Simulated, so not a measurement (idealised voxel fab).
Herein follows the process module entitled voxel self aligned vias.
We display cut, a cross-section 225 nm in width whose square cells are each 5 nm.
Reading order for cross-sections: top band down to bottom band. Underlying form: a grid of square cells. Band size: one or more rows of cells.
A band entry consists of two parts. The first gives the height of the band's top and the height of its bottom, in nm. The rest lists the band's materials from left to right, each with its width in nm. A single material labelled with the word "everywhere" fills the band from edge to edge, and the word "blank" marks empty space.
Height datum 0, below which the as-received substrate wafer is one material. Lowest band open at the bottom, running downward: "0 -> down".
The expression "30..40" gives the width at the extremes of the band, the first number at its top row of cells and the second at its bottom row, with the width changing by equal amounts from each row to the next in between.
Where the words "no modification" appear for a step, the cross-section shows no cell changed by that step; every cell remained as before.
The list in "Voids, sealed" covers empty spaces of 8 cells or more that cannot reach the top through any open way, and it gives each as width x height at distance; the distance is from the left edge, and width, height and distance are in nm.
Formally, on a step line, whatever follows the settings is a remark that the simulator itself makes on the step.
The "overlay nm" setting may appear on a step's line; for a step that uses a mask, it gives how far to the right of its planned position the mask lay, and a negative value indicates the left.
# The planned process steps are enumerated hereunder
1 RECEIVE, material Si
2 CONFORMAL_DEP, material SiO2, thk nm 15
3 CONFORMAL_DEP, material SiCN, thk nm 5
4 DIRECTIONAL_DEP, material SiO2, thk nm 25
5 DIRECTIONAL_DEP, material aC, thk nm 10
6 PATTERN, tone open, mask id LINES, material resist, width nm 30, pitch nm 55, thk nm 25, overlay nm 0
7 DIRECTIONAL_ETCH, etch materials aC, depth nm 10
8 STRIP, etch materials resist
9 DIRECTIONAL_ETCH, etch materials SiO2, depth nm 25
10 STRIP, etch materials aC
11 CONFORMAL_DEP, material TiN, thk nm 5
12 FILL_DEP, material Ru, thk nm 10
13 CMP, height nm 45
14 SELECTIVE_ETCH, etch materials W Ru TiN, depth nm 10
15 FILL_DEP, material SiN, thk nm 10
16 CMP, height nm 45
17 DIRECTIONAL_DEP, material SiO2, thk nm 15
18 DIRECTIONAL_DEP, material aC, thk nm 5
19 PATTERN, tone open, mask id VIAS, material resist, width nm 40, thk nm 35, overlay nm 0
20 DIRECTIONAL_ETCH, etch materials aC, depth nm 15
21 STRIP, etch materials resist
22 DIRECTIONAL_ETCH, etch materials SiO2, depth nm 15
23 DIRECTIONAL_ETCH, etch materials SiN, depth nm 10
24 STRIP, etch materials aC
25 CONFORMAL_DEP, material TiN, thk nm 5
26 FILL_DEP, material Ru, thk nm 10
27 CMP, height nm 60
28 CONFORMAL_DEP, material SiN, thk nm 5
Wafers differ in thk nm at step 18; plan lists the first wafer's value; identical starting state.
# As-received cross-section, first of several wafers, post step 1
* 0 -> down | Si everywhere
* Voids, sealed: none
# The first of several wafers, seen in cross-section after the module's last step, step 28
* 65 -> 60 | SiN everywhere
* 60 -> 50 | 65 of SiO2  5 of TiN  30 of Ru  5 of TiN  120 of SiO2
* 50 -> 45 | 65 of SiO2  10 of TiN  20 of Ru  10 of TiN  120 of SiO2
* 45 -> 40 | 70 of SiO2  5 of TiN  20 of Ru  5 of TiN  25 of SiO2  30 of SiN  70 of SiO2
* 40 -> 35 | 70 of SiO2  30 of TiN  25 of SiO2  30 of SiN  70 of SiO2
* 35 -> 25 | 70 of SiO2  5 of TiN  20 of Ru  5 of TiN  25 of SiO2  5 of TiN  20 of Ru  5 of TiN  70 of SiO2
* 25 -> 20 | 70 of SiO2  30 of TiN  25 of SiO2  30 of TiN  70 of SiO2
* 20 -> 15 | SiCN everywhere
* 15 -> 0 | SiO2 everywhere
* 0 -> down | Si everywhere
* Voids, sealed: none
# Showing the last wafer in cross-section at the end of the module
* 65 -> 60 | SiN everywhere
* 60 -> 45 | SiO2 everywhere
* 45 -> 35 | 70 of SiO2  30 of SiN  25 of SiO2  30 of SiN  70 of SiO2
* 35 -> 25 | 70 of SiO2  5 of TiN  20 of Ru  5 of TiN  25 of SiO2  5 of TiN  20 of Ru  5 of TiN  70 of SiO2
* 25 -> 20 | 70 of SiO2  30 of TiN  25 of SiO2  30 of TiN  70 of SiO2
* 20 -> 15 | SiCN everywhere
* 15 -> 0 | SiO2 everywhere
* 0 -> down | Si everywhere
* Voids, sealed: none
# Below, a row for every wafer. Read it as the end-of-module picture: for each material the wafer shows its cells gained (+) or lost (-) since it was received, and then its closed voids
thk nm 5, +36 Ru, +45 SiCN, +57 SiN, +411 SiO2, +36 TiN, Voids, sealed: none
thk nm 10, +36 Ru, +45 SiCN, +57 SiN, +411 SiO2, +36 TiN, Voids, sealed: none
thk nm 15, +36 Ru, +45 SiCN, +57 SiN, +411 SiO2, +36 TiN, Voids, sealed: none
thk nm 20, +16 Ru, +45 SiCN, +69 SiN, +435 SiO2, +20 TiN, Voids, sealed: none
thk nm 25, +16 Ru, +45 SiCN, +69 SiN, +435 SiO2, +20 TiN, Voids, sealed: none
thk nm 30, +16 Ru, +45 SiCN, +69 SiN, +435 SiO2, +20 TiN, Voids, sealed: none
